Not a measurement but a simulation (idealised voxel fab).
process module | voxel transistor to metal
cross-section cut | 180 nm wide | cells 5 nm
A cross-section is a grid of square cells, given in bands from the top down. A band is one or more rows of cells.
Each band's line starts with the height of the band's top and of its bottom, in nm. Then come its materials from left to right, each with its width in nm. One material with "throughout" fills the band from edge to edge. "air" is empty space.
Height 0 is the level under which the wafer as received is all one material. The lowest band goes on downwards, as in "0 down".
A width such as "30 to 40" changes by the same amount from each row of cells to the next, from the band's top row to its bottom row.
"no change" after a step means that no cell of the cross-section changed.
closed voids: empty space of 8 cells or more with no open way to the top, each as width x height at its distance from the left edge, in nm
after a step's settings: what the simulator itself notes on the step
overlay nm, on a step with a mask: how far to the right of its planned place the mask lay; to the left if negative
plan
1 op RECEIVE | material Si
2 op OXIDIZE | depth nm 5
3 op CONFORMAL_DEP | material SiN | thk nm 15
4 op DIRECTIONAL_DEP | material aC | thk nm 10
5 op PATTERN | tone cover | mask id ACTIVE | material resist | width nm 110 | thk nm 30 | overlay nm 0
6 op DIRECTIONAL_ETCH | etch materials aC | depth nm 5
7 op STRIP | etch materials resist
8 op DIRECTIONAL_ETCH | etch materials SiN | depth nm 15
9 op DIRECTIONAL_ETCH | etch materials SiO2 | depth nm 5
10 op DIRECTIONAL_ETCH | etch materials Si | depth nm 30
11 op STRIP | etch materials aC
12 op FILL_DEP | material SiO2 | thk nm 5
13 op CMP | height nm 15
14 op SELECTIVE_ETCH | etch materials SiO2 | depth nm 10
15 op STRIP | etch materials SiN
16 op SELECTIVE_ETCH | etch materials SiO2 | depth nm 5
17 op OXIDIZE | depth nm 5
18 op DIRECTIONAL_DEP | material polySi | thk nm 20
19 op DIRECTIONAL_DEP | material SiCN | thk nm 15
20 op PATTERN | tone cover | mask id GATE | material resist | width nm 30 | thk nm 15 | overlay nm 0
21 op DIRECTIONAL_ETCH | etch materials SiCN | depth nm 25
22 op DIRECTIONAL_ETCH | etch materials polySi | depth nm 30
23 op STRIP | etch materials resist
24 op CONFORMAL_DEP | material SiO2 | thk nm 5
25 op DIRECTIONAL_ETCH | etch materials SiO2 | depth nm 5
26 op CONFORMAL_DEP | material SiN | thk nm 5
27 op DIRECTIONAL_ETCH | etch materials SiN | depth nm 5
28 op DIRECTIONAL_ETCH | etch materials SiO2 | depth nm 5
29 op EPI | material nSi | thk nm 5
30 op FILL_DEP | material SiO2 | thk nm 10
31 op CMP | height nm 15
32 op STRIP | etch materials polySi
33 op SELECTIVE_ETCH | etch materials SiO2 | depth nm 5
34 op CONFORMAL_DEP | material HfO2 | thk nm 5
35 op CONFORMAL_DEP | material TiN | thk nm 5
36 op FILL_DEP | material W | thk nm 10
37 op CMP | height nm 10
38 op DIRECTIONAL_DEP | material SiO2 | thk nm 10
39 op PATTERN | tone open | mask id CONTACT | material resist | width nm 20 | pitch nm 80 | thk nm 15 | overlay nm 0
40 op DIRECTIONAL_ETCH | etch materials SiO2 | depth nm 25
41 op STRIP | etch materials resist
42 op CONFORMAL_DEP | material TiN | thk nm 5
43 op FILL_DEP | material W | thk nm 10
44 op CMP | height nm 20
45 op DIRECTIONAL_DEP | material TiN | thk nm 5
46 op DIRECTIONAL_DEP | material W | thk nm 20
47 op DIRECTIONAL_DEP | material aC | thk nm 10
48 op PATTERN | tone cover | mask id METAL_1 | material resist | width nm 20 | pitch nm 80 | thk nm 25 | overlay nm 0
49 op DIRECTIONAL_ETCH | etch materials aC | depth nm 10
50 op STRIP | etch materials resist
51 op DIRECTIONAL_ETCH | etch materials W | depth nm 20
52 op DIRECTIONAL_ETCH | etch materials TiN | depth nm 5
53 op STRIP | etch materials aC
54 op FILL_DEP | material SiO2 | thk nm 10
55 op CMP | height nm 45
56 op CONFORMAL_DEP | material SiCN | thk nm 5
57 op DIRECTIONAL_DEP | material lowk | thk nm 35
58 op MASKED_ETCH | tone open | mask id METAL_2 | width nm 20 | pitch nm 80 | etch materials lowk | depth nm 20 | overlay nm 0
59 op PATTERN | tone open | mask id METAL_2_HOLES | material resist | width nm 15 | pitch nm 80 | thk nm 20 | overlay nm 0
60 op DIRECTIONAL_ETCH | etch materials lowk | depth nm 15
61 op DIRECTIONAL_ETCH | etch materials SiCN | depth nm 5
62 op STRIP | etch materials resist
63 op CONFORMAL_DEP | material TiN | thk nm 5
64 op FILL_DEP | material Cu | thk nm 5
65 op CMP | height nm 85
66 op CONFORMAL_DEP | material SiCN | thk nm 5
varied across the wafers: depth nm of step 6. The plan shows the first wafer's value. All wafers start alike
first wafer as received, after step 1
  0 down: Si throughout
  closed voids: none
first wafer at the end, after step 66
  90 to 85: SiCN throughout
  85 to 70: lowk 40 | TiN 5 | Cu 10 | TiN 5 | lowk 60 | TiN 5 | Cu 10 | TiN 5 | lowk 40
  70 to 65: lowk 40 | TiN 5 | Cu 5 | TiN 10 | lowk 60 | TiN 5 | Cu 5 | TiN 10 | lowk 40
  65 to 50: lowk 40 | TiN 5 | Cu 5 | TiN 5 | lowk 65 | TiN 5 | Cu 5 | TiN 5 | lowk 45
  50 to 45: SiCN 40 | TiN 15 | SiCN 65 | TiN 15 | SiCN 45
  45 to 25: SiO2 40 | W 20 | SiO2 60 | W 20 | SiO2 40
  25 to 20: SiO2 40 | TiN 20 | SiO2 60 | TiN 20 | SiO2 40
  20 to 10: SiO2 40 | TiN 5 | W 10 | TiN 5 | SiO2 60 | TiN 5 | W 10 | TiN 5 | SiO2 40
  10 to 0: SiO2 40 | TiN 5 | W 10 | TiN 5 | SiO2 5 | SiN 5 | HfO2 5 | TiN 5 | W 20 | TiN 5 | HfO2 5 | SiN 5 | SiO2 5 | TiN 5 | W 10 | TiN 5 | SiO2 40
  0 to -5: SiO2 40 | TiN 20 | SiO2 5 | SiN 5 | HfO2 5 | TiN 30 | HfO2 5 | SiN 5 | SiO2 5 | TiN 20 | SiO2 40
  -5 to -10: nSi 65 | SiO2 5 | HfO2 40 | SiO2 5 | nSi 65
  -10 down: Si throughout
  closed voids: none
last wafer at the end
  90 to 85: SiCN throughout
  85 to 70: lowk 40 | TiN 5 | Cu 10 | TiN 5 | lowk 60 | TiN 5 | Cu 10 | TiN 5 | lowk 40
  70 to 65: lowk 40 | TiN 5 | Cu 5 | TiN 10 | lowk 60 | TiN 5 | Cu 5 | TiN 10 | lowk 40
  65 to 50: lowk 40 | TiN 5 | Cu 5 | TiN 5 | lowk 65 | TiN 5 | Cu 5 | TiN 5 | lowk 45
  50 to 45: SiCN 40 | TiN 15 | SiCN 65 | TiN 15 | SiCN 45
  45 to 25: SiO2 40 | W 20 | SiO2 60 | W 20 | SiO2 40
  25 to 20: SiO2 40 | TiN 20 | SiO2 60 | TiN 20 | SiO2 40
  20 to 10: SiO2 40 | TiN 5 | W 10 | TiN 5 | SiO2 60 | TiN 5 | W 10 | TiN 5 | SiO2 40
  10 to 0: SiO2 40 | TiN 5 | W 10 | TiN 5 | SiO2 5 | SiN 5 | HfO2 5 | TiN 5 | W 20 | TiN 5 | HfO2 5 | SiN 5 | SiO2 5 | TiN 5 | W 10 | TiN 5 | SiO2 40
  0 to -5: SiO2 35 | SiN 5 | TiN 20 | SiO2 5 | SiN 5 | HfO2 5 | TiN 30 | HfO2 5 | SiN 5 | SiO2 5 | TiN 20 | SiN 5 | SiO2 35
  -5 to -10: SiO2 40 | nSi 25 | SiO2 5 | HfO2 40 | SiO2 5 | nSi 25 | SiO2 40
  -10 to -35: SiO2 35 | Si 110 | SiO2 35
  -35 down: Si throughout
  closed voids: none
each wafer at the end: cells of each material gained (+) or lost (-) since it was received, then its closed voids
depth nm 5 | +20 Cu | +14 HfO2 | -72 Si | +66 SiCN | +6 SiN | +252 SiO2 | +78 TiN | +56 W | +202 lowk | +26 nSi | closed voids: none
depth nm 10 | +20 Cu | +14 HfO2 | -142 Si | +66 SiCN | +8 SiN | +336 SiO2 | +78 TiN | +56 W | +202 lowk | +10 nSi | closed voids: none
depth nm 15 | +20 Cu | +14 HfO2 | -142 Si | +66 SiCN | +8 SiN | +336 SiO2 | +78 TiN | +56 W | +202 lowk | +10 nSi | closed voids: none
depth nm 20 | +20 Cu | +14 HfO2 | -142 Si | +66 SiCN | +8 SiN | +336 SiO2 | +78 TiN | +56 W | +202 lowk | +10 nSi | closed voids: none
depth nm 25 | +20 Cu | +14 HfO2 | -142 Si | +66 SiCN | +8 SiN | +336 SiO2 | +78 TiN | +56 W | +202 lowk | +10 nSi | closed voids: none
